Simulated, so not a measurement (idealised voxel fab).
process module | voxel air gaps
cross-section cut | 235 nm wide | cells 5 nm
A cross-section is a grid of square cells, given in bands from the top down. A band is one or more rows of cells.
Each band's line starts with the height of the band's top and of its bottom, in nm. Then come its materials from left to right, each with its width in nm. One material with "throughout" fills the band from edge to edge. "air" is empty space.
Height 0 is the level under which the wafer as received is all one material. The lowest band goes on downwards, as in "0 down".
A width such as "30 to 40" changes by the same amount from each row of cells to the next, from the band's top row to its bottom row.
"no change" after a step means that no cell of the cross-section changed.
closed voids: empty space of 8 cells or more with no open way to the top, each as width x height at its distance from the left edge, in nm
after a step's settings: what the simulator itself notes on the step
overlay nm, on a step with a mask: how far to the right of its planned place the mask lay; to the left if negative
plan
1 op RECEIVE | material Si
2 op CONFORMAL_DEP | material SiO2 | thk nm 10
3 op CONFORMAL_DEP | material SiN | thk nm 5
4 op DIRECTIONAL_DEP | material SiO2 | thk nm 40
5 op DIRECTIONAL_DEP | material aC | thk nm 15
6 op PATTERN | tone open | mask id LINES | material resist | width nm 25 | pitch nm 55 | thk nm 30 | overlay nm 0
7 op DIRECTIONAL_ETCH | etch materials aC | depth nm 15
8 op STRIP | etch materials resist
9 op DIRECTIONAL_ETCH | etch materials SiO2 | depth nm 40
10 op STRIP | etch materials aC
11 op CONFORMAL_DEP | material TiN | thk nm 5
12 op FILL_DEP | material Cu | thk nm 5
13 op CMP | height nm 55
14 op EPI | material Ru | thk nm 10
15 op SELECTIVE_ETCH | etch materials SiO2 | depth nm 50
16 op CONFORMAL_DEP | material SiCN | thk nm 5
as received, after step 1
  0 down: Si throughout
  closed voids: none
first wafer at the end, as planned
  70 to 65: air 5 | SiCN 220 | air 10
  65 to 55: air 5 | SiCN 5 | Ru 45 | SiCN 10 | Ru 45 | SiCN 10 | Ru 45 | SiCN 10 | Ru 45 | SiCN 5 | air 10
  55 to 50: air 5 | SiCN 15 | TiN 5 | Cu 15 | TiN 5 | SiCN 30 | TiN 5 | Cu 15 | TiN 5 | SiCN 30 | TiN 5 | Cu 15 | TiN 5 | SiCN 30 | TiN 5 | Cu 15 | TiN 5 | SiCN 15 | air 10
  50 to 20: air 15 | SiCN 5 | TiN 5 | Cu 15 | TiN 5 | SiCN 5 | air 20 | SiCN 5 | TiN 5 | Cu 15 | TiN 5 | SiCN 5 | air 20 | SiCN 5 | TiN 5 | Cu 15 | TiN 5 | SiCN 5 | air 20 | SiCN 5 | TiN 5 | Cu 15 | TiN 5 | SiCN 5 | air 20
  20 to 15: SiCN 20 | TiN 25 | SiCN 30 | TiN 25 | SiCN 30 | TiN 25 | SiCN 30 | TiN 25 | SiCN 25
  15 to 10: SiN throughout
  10 to 0: SiO2 throughout
  0 down: Si throughout
  closed voids: 20 x 30 at 50; 20 x 30 at 105; 20 x 30 at 160
second wafer at the end: like start, like plan, one mistake
  70 to 65: air 10 | SiCN 50 | air 5 | SiCN 50 | air 5 | SiCN 50 | air 5 | SiCN 50 | air 10
  65 to 55: air 10 | SiCN 5 | Ru 40 | SiCN 5 | air 5 | SiCN 5 | Ru 40 | SiCN 5 | air 5 | SiCN 5 | Ru 40 | SiCN 5 | air 5 | SiCN 5 | Ru 40 | SiCN 5 | air 10
  55 to 50: air 10 | SiCN 15 | TiN 5 | Cu 10 | TiN 5 | SiCN 15 | air 5 | SiCN 15 | TiN 5 | Cu 10 | TiN 5 | SiCN 15 | air 5 | SiCN 15 | TiN 5 | Cu 10 | TiN 5 | SiCN 15 | air 5 | SiCN 15 | TiN 5 | Cu 10 | TiN 5 | SiCN 15 | air 10
  50 to 20: air 20 | SiCN 5 | TiN 5 | Cu 10 | TiN 5 | SiCN 5 | air 25 | SiCN 5 | TiN 5 | Cu 10 | TiN 5 | SiCN 5 | air 25 | SiCN 5 | TiN 5 | Cu 10 | TiN 5 | SiCN 5 | air 25 | SiCN 5 | TiN 5 | Cu 10 | TiN 5 | SiCN 5 | air 20
  20 to 15: SiCN 25 | TiN 20 | SiCN 35 | TiN 20 | SiCN 35 | TiN 20 | SiCN 35 | TiN 20 | SiCN 25
  15 to 10: SiN throughout
  10 to 0: SiO2 throughout
  0 down: Si throughout
  closed voids: none
what went wrong: step 6 ran as: op PATTERN | tone open | mask id LINES | material resist | width nm 20 | pitch nm 55 | thk nm 30 | overlay nm 0
at the end the second wafer has, in cells: 28 fewer of Cu | 8 fewer of Ru | 4 fewer of TiN
closed voids at the end (first wafer, second wafer): 3, 0
